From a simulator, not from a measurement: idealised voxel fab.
process module | voxel self aligned vias
It is cross-section cut that appears here, measuring 215 nm in width, its square cells being 5 nm in size.
Bands, listed from the top down, are how a cross-section gets written in this document; the cross-section itself is a grid of square cells, and a band is one or more rows of them. A band entry consists of two parts. The first gives the height of the band's top and the height of its bottom, in nm. The rest lists the band's materials from left to right, each with its width in nm. A single material labelled with the word "throughout" fills the band from edge to edge, and the word "blank" marks empty space. Height reference: 0 = level under which incoming wafer is all one material. Lowest band: no bottom, runs on downward, e.g. "z 0 and below". Per-row width for "30 to 40": begins at first number (top row of band), ends at second number (bottom row), increment between rows held constant. "stayed the same", as given for a step, is the statement that not any cell of the cross-section underwent a change during that step. You'll see "Internal closed voids" listing empty spaces that have no way open to the top, as long as they're 8 cells or more; the notation is width x height at distance, where the distance is from the left edge, and all of it is in nm. Read whatever lies past the settings on a step's line as the simulator's own remark about the step. The setting "overlay nm" may be written on the line of a step. When the step uses a mask, the value reports how far to the right of the planned place the mask lay, and a negative value reports that it lay to the left.

[The planned process steps are enumerated hereunder]
- 1: op RECEIVE | material Si
- 2: op CONFORMAL_DEP | material SiO2 | thk nm 10
- 3: op CONFORMAL_DEP | material SiCN | thk nm 5
- 4: op DIRECTIONAL_DEP | material lowk | thk nm 20
- 5: op DIRECTIONAL_DEP | material aC | thk nm 15
- 6: op PATTERN | tone open | mask id LINES | material resist | width nm 30 | pitch nm 75 | thk nm 35 | overlay nm 0
- 7: op DIRECTIONAL_ETCH | etch materials aC | depth nm 15
- 8: op STRIP | etch materials resist
- 9: op DIRECTIONAL_ETCH | etch materials lowk | depth nm 20
- 10: op STRIP | etch materials aC
- 11: op CONFORMAL_DEP | material TiN | thk nm 5
- 12: op FILL_DEP | material Ru | thk nm 10
- 13: op CMP | height nm 35
- 14: op SELECTIVE_ETCH | etch materials W Ru TiN | depth nm 5
- 15: op FILL_DEP | material SiN | thk nm 5
- 16: op CMP | height nm 35
- 17: op DIRECTIONAL_DEP | material lowk | thk nm 15
- 18: op DIRECTIONAL_DEP | material aC | thk nm 15
- 19: op PATTERN | tone open | mask id VIAS | material resist | width nm 50 | pitch nm 75 | thk nm 30 | overlay nm 0
- 20: op DIRECTIONAL_ETCH | etch materials aC | depth nm 15
- 21: op STRIP | etch materials resist
- 22: op DIRECTIONAL_ETCH | etch materials lowk | depth nm 15
- 23: op DIRECTIONAL_ETCH | etch materials SiN | depth nm 5
- 24: op STRIP | etch materials aC
- 25: op CONFORMAL_DEP | material TiN | thk nm 5
- 26: op FILL_DEP | material Ru | thk nm 5
- 27: op CMP | height nm 50
- 28: op CONFORMAL_DEP | material SiCN | thk nm 5

[Cross-section of the incoming wafer, state after step 1]
- z 0 and below = Si throughout
- Internal closed voids: none

[The cross-section shown corresponds to the wafer at the conclusion of the module. The initial structure and the process plan are those presented above; however, one mistake occurred in executing the plan]
- z 55 to 50 = SiCN throughout
- z 50 to 40 = lowk (45) / TiN (5) / Ru (40) / TiN (5) / lowk (25) / TiN (5) / Ru (40) / TiN (5) / lowk (45)
- z 40 to 35 = lowk (45) / TiN (25) / Ru (20) / TiN (5) / lowk (25) / TiN (25) / Ru (20) / TiN (5) / lowk (45)
- z 35 to 30 = lowk (65) / TiN (30) / lowk (45) / TiN (30) / lowk (45)
- z 30 to 20 = lowk (65) / TiN (5) / Ru (20) / TiN (5) / lowk (45) / TiN (5) / Ru (20) / TiN (5) / lowk (45)
- z 20 to 15 = lowk (65) / TiN (30) / lowk (45) / TiN (30) / lowk (45)
- z 15 to 10 = SiCN throughout
- z 10 to 0 = SiO2 throughout
- z 0 and below = Si throughout
- Internal closed voids: none
Plan not followed: step 6 changed vs plan, executed as op PATTERN | tone open | mask id LINES | material resist | width nm 30 | pitch nm 75 | thk nm 35 | overlay nm 10
